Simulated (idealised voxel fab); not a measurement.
process module | voxel wiring stack
cross-section cut | 260 nm wide | cells 5 nm
A cross-section is a grid of square cells, given in bands from the top down. A band is one or more rows of cells.
Each band's line starts with the height of the band's top and of its bottom, in nm. Then come its materials from left to right, each with its width in nm. One material with "throughout" fills the band from edge to edge. "air" is empty space.
Height 0 is the level under which the wafer as received is all one material. The lowest band goes on downwards, as in "0 down".
A width such as "30 to 40" changes by the same amount from each row of cells to the next, from the band's top row to its bottom row.
"no change" after a step means that no cell of the cross-section changed.
closed voids: empty space of 8 cells or more with no open way to the top, each as width x height at its distance from the left edge, in nm
after a step's settings: what the simulator itself notes on the step
overlay nm, on a step with a mask: how far to the right of its planned place the mask lay; to the left if negative
plan
1 op RECEIVE | material Si
2 op CONFORMAL_DEP | material SiO2 | thk nm 15
3 op CONFORMAL_DEP | material SiCN | thk nm 5
4 op DIRECTIONAL_DEP | material lowk | thk nm 15
5 op DIRECTIONAL_DEP | material aC | thk nm 10
6 op PATTERN | tone open | mask id METAL_1 | material resist | width nm 30 | pitch nm 45 | thk nm 30 | overlay nm 0
7 op DIRECTIONAL_ETCH | etch materials aC | depth nm 10
8 op STRIP | etch materials resist
9 op DIRECTIONAL_ETCH | etch materials lowk | depth nm 15
10 op DIRECTIONAL_ETCH | etch materials SiCN | depth nm 5
11 op STRIP | etch materials aC
12 op CONFORMAL_DEP | material TiN | thk nm 5
13 op FILL_DEP | material Ru | thk nm 10
14 op CMP | height nm 35
15 op CONFORMAL_DEP | material SiCN | thk nm 5
16 op DIRECTIONAL_DEP | material SiO2 | thk nm 30
17 op PATTERN | tone open | mask id METAL_2 | material resist | width nm 30 | pitch nm 45 | thk nm 20 | overlay nm 0
18 op DIRECTIONAL_ETCH | etch materials SiO2 | depth nm 20
19 op STRIP | etch materials resist
20 op PATTERN | tone open | mask id METAL_2_HOLES | material resist | width nm 15 | pitch nm 45 | thk nm 20 | overlay nm 0
21 op DIRECTIONAL_ETCH | etch materials SiO2 | depth nm 10
22 op DIRECTIONAL_ETCH | etch materials SiCN | depth nm 5
23 op STRIP | etch materials resist
24 op CONFORMAL_DEP | material TiN | thk nm 5
25 op FILL_DEP | material Cu | thk nm 5
26 op CMP | height nm 70
27 op CONFORMAL_DEP | material SiCN | thk nm 5
28 op DIRECTIONAL_DEP | material lowk | thk nm 30
29 op DIRECTIONAL_DEP | material aC | thk nm 15
30 op PATTERN | tone open | mask id METAL_3_HOLES | material resist | width nm 15 | pitch nm 45 | thk nm 35 | overlay nm 0
31 op DIRECTIONAL_ETCH | etch materials aC | depth nm 15
32 op STRIP | etch materials resist
33 op DIRECTIONAL_ETCH | etch materials lowk | depth nm 30
34 op STRIP | etch materials aC
35 op MASKED_ETCH | tone open | mask id METAL_3 | width nm 30 | pitch nm 45 | etch materials lowk | depth nm 15 | overlay nm 0
36 op MASKED_ETCH | tone open | mask id METAL_3 | width nm 30 | pitch nm 45 | etch materials SiCN | depth nm 5 | overlay nm 0
37 op CONFORMAL_DEP | material TiN | thk nm 5
38 op FILL_DEP | material Cu | thk nm 5
39 op CMP | height nm 105
40 op CONFORMAL_DEP | material SiCN | thk nm 5
as received, after step 1
  0 down: Si throughout
  closed voids: none
first wafer at the end, as planned
  110 to 105: SiCN throughout
  105 to 95: lowk 45 | TiN 5 | Cu 20 | TiN 5 | lowk 15 | TiN 5 | Cu 20 | TiN 5 | lowk 15 | TiN 5 | Cu 20 | TiN 5 | lowk 15 | TiN 5 | Cu 20 | TiN 5 | lowk 50
  95 to 90: lowk 45 | TiN 5 | Cu 5 | TiN 20 | lowk 15 | TiN 5 | Cu 5 | TiN 20 | lowk 15 | TiN 5 | Cu 5 | TiN 20 | lowk 15 | TiN 5 | Cu 5 | TiN 20 | lowk 50
  90 to 75: lowk 45 | TiN 5 | Cu 5 | TiN 5 | lowk 30 | TiN 5 | Cu 5 | TiN 5 | lowk 30 | TiN 5 | Cu 5 | TiN 5 | lowk 30 | TiN 5 | Cu 5 | TiN 5 | lowk 65
  75 to 70: SiCN 45 | TiN 15 | SiCN 30 | TiN 15 | SiCN 30 | TiN 15 | SiCN 30 | TiN 15 | SiCN 65
  70 to 55: SiO2 45 | TiN 5 | Cu 20 | TiN 5 | SiO2 15 | TiN 5 | Cu 20 | TiN 5 | SiO2 15 | TiN 5 | Cu 20 | TiN 5 | SiO2 15 | TiN 5 | Cu 20 | TiN 5 | SiO2 50
  55 to 50: SiO2 45 | TiN 5 | Cu 5 | TiN 20 | SiO2 15 | TiN 5 | Cu 5 | TiN 20 | SiO2 15 | TiN 5 | Cu 5 | TiN 20 | SiO2 15 | TiN 5 | Cu 5 | TiN 20 | SiO2 50
  50 to 40: SiO2 45 | TiN 5 | Cu 5 | TiN 5 | SiO2 30 | TiN 5 | Cu 5 | TiN 5 | SiO2 30 | TiN 5 | Cu 5 | TiN 5 | SiO2 30 | TiN 5 | Cu 5 | TiN 5 | SiO2 65
  40 to 35: SiCN 45 | TiN 15 | SiCN 30 | TiN 15 | SiCN 30 | TiN 15 | SiCN 30 | TiN 15 | SiCN 65
  35 to 20: lowk 45 | TiN 5 | Ru 20 | TiN 5 | lowk 15 | TiN 5 | Ru 20 | TiN 5 | lowk 15 | TiN 5 | Ru 20 | TiN 5 | lowk 15 | TiN 5 | Ru 20 | TiN 5 | lowk 50
  20 to 15: SiCN 45 | TiN 30 | SiCN 15 | TiN 30 | SiCN 15 | TiN 30 | SiCN 15 | TiN 30 | SiCN 50
  15 to 0: SiO2 throughout
  0 down: Si throughout
  closed voids: none
second wafer at the end: like start, like plan, one mistake
  110 to 105: SiCN throughout
  105 to 95: lowk 45 | TiN 5 | Cu 20 | TiN 5 | lowk 15 | TiN 5 | Cu 20 | TiN 5 | lowk 15 | TiN 5 | Cu 20 | TiN 5 | lowk 15 | TiN 5 | Cu 20 | TiN 5 | lowk 50
  95 to 90: lowk 45 | TiN 5 | Cu 5 | TiN 20 | lowk 15 | TiN 5 | Cu 5 | TiN 20 | lowk 15 | TiN 5 | Cu 5 | TiN 20 | lowk 15 | TiN 5 | Cu 5 | TiN 20 | lowk 50
  90 to 75: lowk 45 | TiN 5 | Cu 5 | TiN 5 | lowk 30 | TiN 5 | Cu 5 | TiN 5 | lowk 30 | TiN 5 | Cu 5 | TiN 5 | lowk 30 | TiN 5 | Cu 5 | TiN 5 | lowk 65
  75 to 70: SiCN 45 | TiN 15 | SiCN 30 | TiN 15 | SiCN 30 | TiN 15 | SiCN 30 | TiN 15 | SiCN 65
  70 to 55: SiO2 45 | TiN 5 | Cu 20 | TiN 5 | SiO2 15 | TiN 5 | Cu 20 | TiN 5 | SiO2 15 | TiN 5 | Cu 20 | TiN 5 | SiO2 15 | TiN 5 | Cu 20 | TiN 5 | SiO2 50
  55 to 45: SiO2 45 | TiN 5 | Cu 5 | TiN 20 to 5 | SiO2 15 to 30 | TiN 5 | Cu 5 | TiN 20 to 5 | SiO2 15 to 30 | TiN 5 | Cu 5 | TiN 20 to 5 | SiO2 15 to 30 | TiN 5 | Cu 5 | TiN 20 to 5 | SiO2 50 to 65
  45 to 40: SiO2 45 | TiN 15 | SiO2 30 | TiN 15 | SiO2 30 | TiN 15 | SiO2 30 | TiN 15 | SiO2 65
  40 to 35: aC throughout
  35 to 20: lowk 45 | TiN 5 | Ru 20 | TiN 5 | lowk 15 | TiN 5 | Ru 20 | TiN 5 | lowk 15 | TiN 5 | Ru 20 | TiN 5 | lowk 15 | TiN 5 | Ru 20 | TiN 5 | lowk 50
  20 to 15: SiCN 45 | TiN 30 | SiCN 15 | TiN 30 | SiCN 15 | TiN 30 | SiCN 15 | TiN 30 | SiCN 50
  15 to 0: SiO2 throughout
  0 down: Si throughout
  closed voids: none
what went wrong: step 15 ran as: op CONFORMAL_DEP | material aC | thk nm 5
at the end the second wafer has, in cells: 4 fewer of Cu | 40 fewer of SiCN | 8 fewer of TiN | 52 more of aC
